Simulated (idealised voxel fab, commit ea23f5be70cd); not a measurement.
process module | voxel self aligned contacts
For reference, the cross-section in this document is cut, with width 290 nm and square cells of 5 nm.
In this document a cross-section is written as a grid of square cells. It is given as a series of bands, listed from the top down, and a band is one or more rows of cells. Per band: top height and bottom height in nm, followed by the left-to-right materials and their widths in nm; "all across" marks a single material spanning edge to edge, "air" marks empty space. Heads up on the height convention: 0 is the point under which the incoming wafer is all one material, and the lowest band has no bottom, it just keeps going down, like "top 0, no bottom". A width given as "30..40" starts at the first number in the band's top row and ends at the second number in its bottom row, shifting by an equal amount at every step from row to row. "stayed the same", as given for a step, is the statement that not any cell of the cross-section underwent a change during that step. So "Cavities, closed" is basically the list of trapped voids: any empty space of 8 cells or more that can't reach the top through an opening. They're written width x height at distance, the distance being from the left edge, and it's all nm. Formally, on a step line, whatever follows the settings is a remark that the simulator itself makes on the step. For masked steps, "overlay nm" on the step line gives how far right of plan the mask actually lay; a minus sign means it lay to the left.

-- Steps planned for the process
1: RECEIVE, material Si
2: CONFORMAL_DEP, material SiO2, thk nm 5
3: DIRECTIONAL_DEP, material polySi, thk nm 30
4: DIRECTIONAL_DEP, material SiN, thk nm 20
5: MASKED_ETCH, tone cover, mask id GATE, width nm 25, pitch nm 60, etch materials SiN, depth nm 20, overlay nm 0
6: MASKED_ETCH, tone cover, mask id GATE, width nm 25, pitch nm 60, etch materials polySi, depth nm 30, overlay nm 0
7: CONFORMAL_DEP, material SiN, thk nm 10
8: DIRECTIONAL_ETCH, etch materials SiN, depth nm 10
9: FILL_DEP, material SiO2, thk nm 10
10: CMP, height nm 60
11: DIRECTIONAL_DEP, material aC, thk nm 15
12: PATTERN, tone open, mask id CONTACT, material resist, width nm 45, thk nm 35, overlay nm 0
13: DIRECTIONAL_ETCH, etch materials aC, depth nm 15
14: STRIP, etch materials resist
15: DIRECTIONAL_ETCH, etch materials SiO2, depth nm 60
16: STRIP, etch materials aC
17: CONFORMAL_DEP, material TiN, thk nm 5
18: FILL_DEP, material W, thk nm 5
19: CMP, height nm 60
20: CONFORMAL_DEP, material SiN, thk nm 5

-- Shown in cross-section is the wafer as received, that is, as it stands after step 1
* top 0, no bottom: Si all across
* Cavities, closed: none

-- Starting structure and process plan are as shown above, but one mistake was made in running the module; the wafer cross-section at the end of the module follows
* top 65, bottom 60: SiN all across
* top 60, bottom 55: 120 SiO2, then 45 TiN, then 125 SiO2
* top 55, bottom 35: 110 SiN, then 5 SiO2, then 55 SiN, then 5 SiO2, then 115 SiN
* top 35, bottom 5: polySi all across
* top 5, bottom 0: SiO2 all across
* top 0, no bottom: Si all across
* Cavities, closed: none
Want to know what went wrong? step 5 ran as: MASKED_ETCH, tone open, mask id GATE, width nm 25, pitch nm 60, etch materials SiN, depth nm 20, overlay nm 0
